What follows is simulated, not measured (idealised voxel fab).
process module | voxel capacitor over wiring
cross-section cut | 180 nm wide | cells 5 nm
A cross-section is a grid of square cells, given in bands from the top down. A band is one or more rows of cells.
Each band's line starts with the height of the band's top and of its bottom, in nm. Then come its materials from left to right, each with its width in nm. One material with "throughout" fills the band from edge to edge. "air" is empty space.
Height 0 is the level under which the wafer as received is all one material. The lowest band goes on downwards, as in "0 down".
A width such as "30 to 40" changes by the same amount from each row of cells to the next, from the band's top row to its bottom row.
"no change" after a step means that no cell of the cross-section changed.
closed voids: empty space of 8 cells or more with no open way to the top, each as width x height at its distance from the left edge, in nm
after a step's settings: what the simulator itself notes on the step
overlay nm, on a step with a mask: how far to the right of its planned place the mask lay; to the left if negative
plan
1 op RECEIVE | material Si
2 op CONFORMAL_DEP | material SiO2 | thk nm 15
3 op CONFORMAL_DEP | material SiCN | thk nm 5
4 op DIRECTIONAL_DEP | material SiO2 | thk nm 25
5 op MASKED_ETCH | tone open | mask id METAL_1 | width nm 25 | pitch nm 75 | etch materials SiO2 | depth nm 25 | overlay nm 0
6 op MASKED_ETCH | tone open | mask id METAL_1 | width nm 25 | pitch nm 75 | etch materials SiCN | depth nm 5 | overlay nm 0
7 op CONFORMAL_DEP | material TiN | thk nm 5
8 op FILL_DEP | material W | thk nm 10
9 op CMP | height nm 45
10 op CONFORMAL_DEP | material SiCN | thk nm 5
11 op DIRECTIONAL_DEP | material SiO2 | thk nm 20
12 op MASKED_ETCH | tone open | mask id PLUG_1 | width nm 15 | etch materials SiO2 | depth nm 20 | overlay nm 0
13 op MASKED_ETCH | tone open | mask id PLUG_1 | width nm 15 | etch materials SiCN | depth nm 5 | overlay nm 0
14 op EPI | material Ru | thk nm 10
15 op EPI | material Ru | thk nm 10
16 op EPI | material Ru | thk nm 5
17 op DIRECTIONAL_DEP | material TiN | thk nm 10
18 op DIRECTIONAL_DEP | material SiN | thk nm 5
19 op DIRECTIONAL_DEP | material TiN | thk nm 10
20 op MASKED_ETCH | tone cover | mask id UPPER_PLATE | width nm 55 | etch materials TiN | depth nm 10 | overlay nm 0
21 op MASKED_ETCH | tone cover | mask id UPPER_PLATE | width nm 55 | etch materials SiN | depth nm 5 | overlay nm 0
22 op PATTERN | tone cover | mask id LOWER_PLATE | material resist | width nm 65 | thk nm 20 | overlay nm 0
23 op DIRECTIONAL_ETCH | etch materials TiN | depth nm 10
24 op STRIP | etch materials resist
25 op FILL_DEP | material SiO2 | thk nm 15
26 op CMP | height nm 105
27 op MASKED_ETCH | tone open | mask id PLUG_2 | width nm 15 | etch materials SiO2 | depth nm 10 | overlay nm 0
28 op CONFORMAL_DEP | material TiN | thk nm 5
29 op FILL_DEP | material Cu | thk nm 10
30 op CMP | height nm 105
31 op CONFORMAL_DEP | material SiN | thk nm 5
as received, after step 1
  0 down: Si throughout
  closed voids: none
first wafer at the end, as planned
  110 to 105: SiN throughout
  105 to 100: SiO2 60 | TiN 5 | Cu 5 | TiN 5 | SiO2 105
  100 to 95: SiO2 60 | TiN 15 | SiO2 105
  95 to 85: SiO2 50 | TiN 55 | SiO2 75
  85 to 80: SiO2 50 | SiN 55 | SiO2 75
  80 to 70: SiO2 45 | TiN 65 | SiO2 70
  70 to 50: SiO2 50 | Ru 15 | SiO2 115
  50 to 45: SiCN 50 | Ru 15 | SiCN 115
  45 to 20: SiO2 40 | TiN 5 | W 15 | TiN 5 | SiO2 50 | TiN 5 | W 15 | TiN 5 | SiO2 40
  20 to 15: SiCN 40 | TiN 25 | SiCN 50 | TiN 25 | SiCN 40
  15 to 0: SiO2 throughout
  0 down: Si throughout
  closed voids: none
second wafer at the end: like start, like plan, one mistake
  110 to 105: SiN throughout
  105 to 100: Cu 55 | TiN 5 | SiO2 15 | TiN 5 | Cu 100
  100 to 95: TiN 60 | SiO2 15 | TiN 105
  95 to 85: SiO2 50 | TiN 55 | SiO2 75
  85 to 80: SiO2 50 | SiN 55 | SiO2 75
  80 to 70: SiO2 45 | TiN 65 | SiO2 70
  70 to 50: SiO2 50 | Ru 15 | SiO2 115
  50 to 45: SiCN 50 | Ru 15 | SiCN 115
  45 to 20: SiO2 40 | TiN 5 | W 15 | TiN 5 | SiO2 50 | TiN 5 | W 15 | TiN 5 | SiO2 40
  20 to 15: SiCN 40 | TiN 25 | SiCN 50 | TiN 25 | SiCN 40
  15 to 0: SiO2 throughout
  0 down: Si throughout
  closed voids: none
what went wrong: step 27 ran as: op MASKED_ETCH | tone cover | mask id PLUG_2 | width nm 15 | etch materials SiO2 | depth nm 10 | overlay nm 0
at the end the second wafer has, in cells: 30 more of Cu | 60 fewer of SiO2 | 30 more of TiN
